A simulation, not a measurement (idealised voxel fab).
The process module presented herein is designated voxel self aligned contacts.
The figure presents cross-section cut, which has a width of 185 nm and is divided into square cells with an edge length of 5 nm.
A cross-section is written here as square cells arranged in a grid, and it is given in bands from the top down, each band taking up one or more rows of cells.
Quick guide to a band line: top height, bottom height (nm) up front; then every material left to right with its width in nm. Only one material and it's marked "all across"? Then it fills the band edge to edge. And "air" just means empty space.
Beneath 0, the wafer as received is one material, and that level is where height counting begins. The lowest band goes on downward without a bottom; it is written like "0 -> down".
A two-number width, for instance "30..40", indicates that the width is equal to the first number in the top row of the band and to the second number in the bottom row, and that it changes by a constant amount per row of cells.
"nothing changed" for a step: no cell of the cross-section changed in that step.
Enclosed internal cavities: empty space of 8 cells or more with no open way to the top, each as width x height at its distance from the left edge, in nm
Read whatever lies past the settings on a step's line as the simulator's own remark about the step.
overlay nm: where the mask lay relative to plan, measured to the right, on steps with a mask; negatives go left.

# The following list gives the planned process steps
1,RECEIVE with material Si
2,CONFORMAL_DEP with material SiO2, thk nm 5
3,DIRECTIONAL_DEP with material polySi, thk nm 25
4,DIRECTIONAL_DEP with material SiN, thk nm 15
5,PATTERN with tone cover, mask id GATE, material resist, width nm 25, pitch nm 50, thk nm 20, overlay nm 0
6,DIRECTIONAL_ETCH with etch materials SiN, depth nm 15
7,DIRECTIONAL_ETCH with etch materials polySi, depth nm 25
8,STRIP with etch materials resist
9,CONFORMAL_DEP with material SiN, thk nm 5
10,DIRECTIONAL_ETCH with etch materials SiN, depth nm 5
11,FILL_DEP with material SiO2, thk nm 20
12,CMP with height nm 55
13,PATTERN with tone open, mask id CONTACT, material resist, width nm 35, thk nm 15, overlay nm 0
14,DIRECTIONAL_ETCH with etch materials SiO2, depth nm 55
15,STRIP with etch materials resist
16,CONFORMAL_DEP with material TiN, thk nm 5
17,FILL_DEP with material W, thk nm 10
18,CMP with height nm 55
19,CONFORMAL_DEP with material SiN, thk nm 5

# Received-state cross-section, reflecting completion of step 1
- 0 -> down: Si all across
- Enclosed internal cavities: none

# This is how the wafer looks in cross-section once the module is done, given the starting state and plan above and one mistake in carrying the plan out
- 60 -> 55: SiN all across
- 55 -> 45: SiO2: 75 / TiN: 5..15 / W: 25..5 / TiN: 5..15 / SiO2: 75
- 45 -> 30: SiO2: 50 / SiN: 35 / TiN: 5 / W: 5 / TiN: 5 / SiN: 35 / SiO2: 50
- 30 -> 10: SiO2: 50 / SiN: 5 / polySi: 25 / SiN: 5 / TiN: 5 / W: 5 / TiN: 5 / SiN: 5 / polySi: 25 / SiN: 5 / SiO2: 50
- 10 -> 5: SiO2: 50 / SiN: 5 / polySi: 25 / SiN: 5 / TiN: 15 / SiN: 5 / polySi: 25 / SiN: 5 / SiO2: 50
- 5 -> 0: TiN all across
- 0 -> down: Si all across
- Enclosed internal cavities: none
Run error: step 2 off recipe, ran as CONFORMAL_DEP with material TiN, thk nm 5
